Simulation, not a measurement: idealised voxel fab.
process module | voxel spacer lines
cross-section cut | 255 nm wide | cells 5 nm
A cross-section is a grid of square cells, given in bands from the top down. A band is one or more rows of cells.
Each band's line starts with the height of the band's top and of its bottom, in nm. Then come its materials from left to right, each with its width in nm. One material with "throughout" fills the band from edge to edge. "air" is empty space.
Height 0 is the level under which the wafer as received is all one material. The lowest band goes on downwards, as in "0 down".
A width such as "30 to 40" changes by the same amount from each row of cells to the next, from the band's top row to its bottom row.
"no change" after a step means that no cell of the cross-section changed.
closed voids: empty space of 8 cells or more with no open way to the top, each as width x height at its distance from the left edge, in nm
after a step's settings: what the simulator itself notes on the step
overlay nm, on a step with a mask: how far to the right of its planned place the mask lay; to the left if negative
plan
1 op RECEIVE | material Si
2 op CONFORMAL_DEP | material Al2O3 | thk nm 10
3 op DIRECTIONAL_DEP | material polySi | thk nm 15
4 op DIRECTIONAL_DEP | material aC | thk nm 20
5 op PATTERN | tone cover | mask id MANDREL | material resist | width nm 15 | pitch nm 70 | thk nm 25 | overlay nm 0
6 op DIRECTIONAL_ETCH | etch materials aC | depth nm 20
7 op STRIP | etch materials resist
8 op CONFORMAL_DEP | material SiO2 | thk nm 10
9 op DIRECTIONAL_ETCH | etch materials SiO2 | depth nm 10
10 op STRIP | etch materials aC
11 op DIRECTIONAL_ETCH | etch materials polySi | depth nm 15
12 op STRIP | etch materials SiO2
13 op FILL_DEP | material lowk | thk nm 10
14 op CMP | height nm 25
varied across the wafers: width nm of step 5. The plan shows the first wafer's value. All wafers start alike
first wafer as received, after step 1
  0 down: Si throughout
  closed voids: none
first wafer at the end, after step 14
  25 to 10: lowk 75 | polySi 10 | lowk 15 | polySi 10 | lowk 35 | polySi 10 | lowk 15 | polySi 10 | lowk 75
  10 to 0: Al2O3 throughout
  0 down: Si throughout
  closed voids: none
last wafer at the end
  25 to 10: lowk 65 | polySi 10 | lowk 40 | polySi 10 | lowk 10 | polySi 10 | lowk 40 | polySi 10 | lowk 60
  10 to 0: Al2O3 throughout
  0 down: Si throughout
  closed voids: none
each wafer at the end: cells of each material gained (+) or lost (-) since it was received, then its closed voids
width nm 15 | +102 Al2O3 | +129 lowk | +24 polySi | closed voids: none
width nm 20 | +102 Al2O3 | +129 lowk | +24 polySi | closed voids: none
width nm 25 | +102 Al2O3 | +129 lowk | +24 polySi | closed voids: none
width nm 30 | +102 Al2O3 | +129 lowk | +24 polySi | closed voids: none
width nm 35 | +102 Al2O3 | +129 lowk | +24 polySi | closed voids: none
width nm 40 | +102 Al2O3 | +129 lowk | +24 polySi | closed voids: none
